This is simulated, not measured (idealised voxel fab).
This is a process module. Its name is voxel wiring stack.
The figure presents cross-section cut, which has a width of 275 nm and is divided into square cells with an edge length of 5 nm.
Notation: cross-section as square-cell grid; stated in bands, top first, going down; one or more cell rows per band.
First you get the band's top height and its bottom height, in nm, and then the materials it's made of, left to right, with each width in nm. If you see a single material with "full width", that one covers the band edge to edge. "air" is empty space.
Beneath 0, the wafer as received is one material, and that level is where height counting begins. The lowest band goes on downward without a bottom; it is written like "z 0 and below".
Read "30..40" as a graded width: first number on top, second number at the bottom, same change between each pair of neighbouring rows.
When a step is marked "same as before", none of the cells in the cross-section changed during that step.
The entry titled "Cavities, closed" provides the empty spaces that have no open way to the top, restricted to those of 8 cells or more. Each is presented as width x height at distance, the distance being measured from the left edge, with all three in nm.
It should be noted that, on the line of a given step, the content following the step's settings is a remark produced by the simulator itself with respect to that step.
When a step includes a mask, the "overlay nm" setting on its line states how far to the right of its planned place that mask lay, and negative values state how far to the left.

THE PROCESS STEPS THAT WERE PLANNED ARE LISTED BELOW
1: RECEIVE with material Si
2: CONFORMAL_DEP with material SiO2, thk nm 10
3: DIRECTIONAL_DEP with material TiN, thk nm 5
4: DIRECTIONAL_DEP with material W, thk nm 25
5: PATTERN with tone cover, mask id METAL_1, material resist, width nm 20, pitch nm 35, thk nm 15, overlay nm 0
6: DIRECTIONAL_ETCH with etch materials W, depth nm 25
7: DIRECTIONAL_ETCH with etch materials TiN, depth nm 5
8: STRIP with etch materials resist
9: FILL_DEP with material lowk, thk nm 5
10: CMP with height nm 40
11: CONFORMAL_DEP with material SiCN, thk nm 5
12: DIRECTIONAL_DEP with material SiO2, thk nm 15
13: PATTERN with tone open, mask id PLUG_1, material resist, width nm 15, pitch nm 70, thk nm 20, overlay nm 0
14: DIRECTIONAL_ETCH with etch materials SiO2, depth nm 15
15: DIRECTIONAL_ETCH with etch materials SiCN, depth nm 5
16: STRIP with etch materials resist
17: EPI with material Ru, thk nm 10
18: EPI with material Ru, thk nm 10
19: DIRECTIONAL_DEP with material TiN, thk nm 5
20: DIRECTIONAL_DEP with material W, thk nm 25
21: DIRECTIONAL_DEP with material aC, thk nm 15
22: PATTERN with tone cover, mask id METAL_2, material resist, width nm 20, pitch nm 35, thk nm 30, overlay nm 0
23: DIRECTIONAL_ETCH with etch materials aC, depth nm 15
24: STRIP with etch materials resist
25: DIRECTIONAL_ETCH with etch materials W, depth nm 25
26: DIRECTIONAL_ETCH with etch materials TiN, depth nm 5
27: STRIP with etch materials aC
28: FILL_DEP with material lowk, thk nm 5
29: CMP with height nm 90
30: CONFORMAL_DEP with material SiCN, thk nm 5
31: DIRECTIONAL_DEP with material SiO2, thk nm 10
32: DIRECTIONAL_DEP with material aC, thk nm 10
33: PATTERN with tone open, mask id PLUG_2, material resist, width nm 15, pitch nm 70, thk nm 25, overlay nm 0
34: DIRECTIONAL_ETCH with etch materials aC, depth nm 10
35: STRIP with etch materials resist
36: DIRECTIONAL_ETCH with etch materials SiO2, depth nm 10
37: DIRECTIONAL_ETCH with etch materials SiCN, depth nm 5
38: STRIP with etch materials aC
39: CONFORMAL_DEP with material TiN, thk nm 5
40: FILL_DEP with material Ru, thk nm 5
41: CMP with height nm 105
42: CONFORMAL_DEP with material SiN, thk nm 5
43: DIRECTIONAL_DEP with material SiO2, thk nm 15
44: PATTERN with tone open, mask id METAL_3, material resist, width nm 20, pitch nm 35, thk nm 20, overlay nm 0
45: DIRECTIONAL_ETCH with etch materials SiO2, depth nm 15
46: DIRECTIONAL_ETCH with etch materials SiN, depth nm 5
47: STRIP with etch materials resist
48: CONFORMAL_DEP with material TiN, thk nm 5
49: FILL_DEP with material Cu, thk nm 10
50: CMP with height nm 125
51: EPI with material Ru, thk nm 5
52: FILL_DEP with material SiCN, thk nm 5
The width nm used in step 13 is not the same on every wafer, whereas the starting condition is; the value printed in the plan is the first wafer's.

AS-RECEIVED CROSS-SECTION, FIRST OF SEVERAL WAFERS, POST STEP 1
* z 0 and below  Si full width
* Cavities, closed: none

CROSS-SECTION OF THE FIRST OF SEVERAL WAFERS ONCE THE MODULE HAS RUN THROUGH ITS LAST STEP, STEP 52
* z 135 to 130  SiCN full width
* z 130 to 125  85 of SiCN; 30 of Ru; 5 of SiCN; 30 of Ru; 5 of SiCN; 30 of Ru; 90 of SiCN
* z 125 to 110  90 of SiO2; 5 of TiN; 10 of Cu; 5 of TiN; 15 of SiO2; 5 of TiN; 10 of Cu; 5 of TiN; 15 of SiO2; 5 of TiN; 10 of Cu; 5 of TiN; 95 of SiO2
* z 110 to 105  90 of SiN; 20 of TiN; 15 of SiN; 20 of TiN; 15 of SiN; 20 of TiN; 95 of SiN
* z 105 to 95  90 of SiO2; 5 of TiN; 5 of Ru; 5 of TiN; 55 of SiO2; 5 of TiN; 5 of Ru; 5 of TiN; 100 of SiO2
* z 95 to 90  90 of SiCN; 15 of TiN; 55 of SiCN; 15 of TiN; 100 of SiCN
* z 90 to 65  90 of lowk; 20 of W; 15 of lowk; 20 of W; 15 of lowk; 20 of W; 95 of lowk
* z 65 to 60  90 of lowk; 20 of TiN; 15 of lowk; 20 of TiN; 15 of lowk; 20 of TiN; 95 of lowk
* z 60 to 45  90 of SiO2; 15 of Ru; 55 of SiO2; 15 of Ru; 100 of SiO2
* z 45 to 40  90 of SiCN; 15 of Ru; 55 of SiCN; 15 of Ru; 100 of SiCN
* z 40 to 15  90 of lowk; 20 of W; 15 of lowk; 20 of W; 15 of lowk; 20 of W; 95 of lowk
* z 15 to 10  90 of lowk; 20 of TiN; 15 of lowk; 20 of TiN; 15 of lowk; 20 of TiN; 95 of lowk
* z 10 to 0  SiO2 full width
* z 0 and below  Si full width
* Cavities, closed: none

LAST WAFER, END OF MODULE, CROSS-SECTION
* z 135 to 130  SiCN full width
* z 130 to 125  85 of SiCN; 30 of Ru; 5 of SiCN; 30 of Ru; 5 of SiCN; 30 of Ru; 90 of SiCN
* z 125 to 110  90 of SiO2; 5 of TiN; 10 of Cu; 5 of TiN; 15 of SiO2; 5 of TiN; 10 of Cu; 5 of TiN; 15 of SiO2; 5 of TiN; 10 of Cu; 5 of TiN; 95 of SiO2
* z 110 to 105  90 of SiN; 20 of TiN; 15 of SiN; 20 of TiN; 15 of SiN; 20 of TiN; 95 of SiN
* z 105 to 95  90 of SiO2; 5 of TiN; 5 of Ru; 5 of TiN; 55 of SiO2; 5 of TiN; 5 of Ru; 5 of TiN; 100 of SiO2
* z 95 to 90  90 of SiCN; 15 of TiN; 55 of SiCN; 15 of TiN; 100 of SiCN
* z 90 to 65  90 of lowk; 20 of W; 15 of lowk; 20 of W; 15 of lowk; 20 of W; 95 of lowk
* z 65 to 60  90 of lowk; 20 of TiN; 15 of lowk; 20 of TiN; 15 of lowk; 20 of TiN; 95 of lowk
* z 60 to 45  85 of SiO2; 30 of Ru; 40 of SiO2; 30 of Ru; 90 of SiO2
* z 45 to 40  85 of SiCN; 30 of Ru; 40 of SiCN; 30 of Ru; 90 of SiCN
* z 40 to 15  90 of lowk; 20 of W; 15 of lowk; 20 of W; 15 of lowk; 20 of W; 95 of lowk
* z 15 to 10  90 of lowk; 20 of TiN; 15 of lowk; 20 of TiN; 15 of lowk; 20 of TiN; 95 of lowk
* z 10 to 0  SiO2 full width
* z 0 and below  Si full width
* Cavities, closed: none

BELOW: A ROW PER WAFER. CONTENTS AT END OF MODULE: FOR EVERY MATERIAL, CELLS GAINED SINCE RECEIPT (+) OR LOST SINCE RECEIPT (-); THEN CLOSED VOIDS
width nm 15, +18 Cu, +46 Ru, +190 SiCN, +43 SiN, +484 SiO2, +68 TiN, +120 W, +516 lowk, Cavities, closed: none
width nm 20, +18 Cu, +54 Ru, +188 SiCN, +43 SiN, +478 SiO2, +68 TiN, +120 W, +516 lowk, Cavities, closed: none
width nm 25, +18 Cu, +62 Ru, +186 SiCN, +43 SiN, +472 SiO2, +68 TiN, +120 W, +516 lowk, Cavities, closed: none
width nm 30, +18 Cu, +70 Ru, +184 SiCN, +43 SiN, +466 SiO2, +68 TiN, +120 W, +516 lowk, Cavities, closed: none
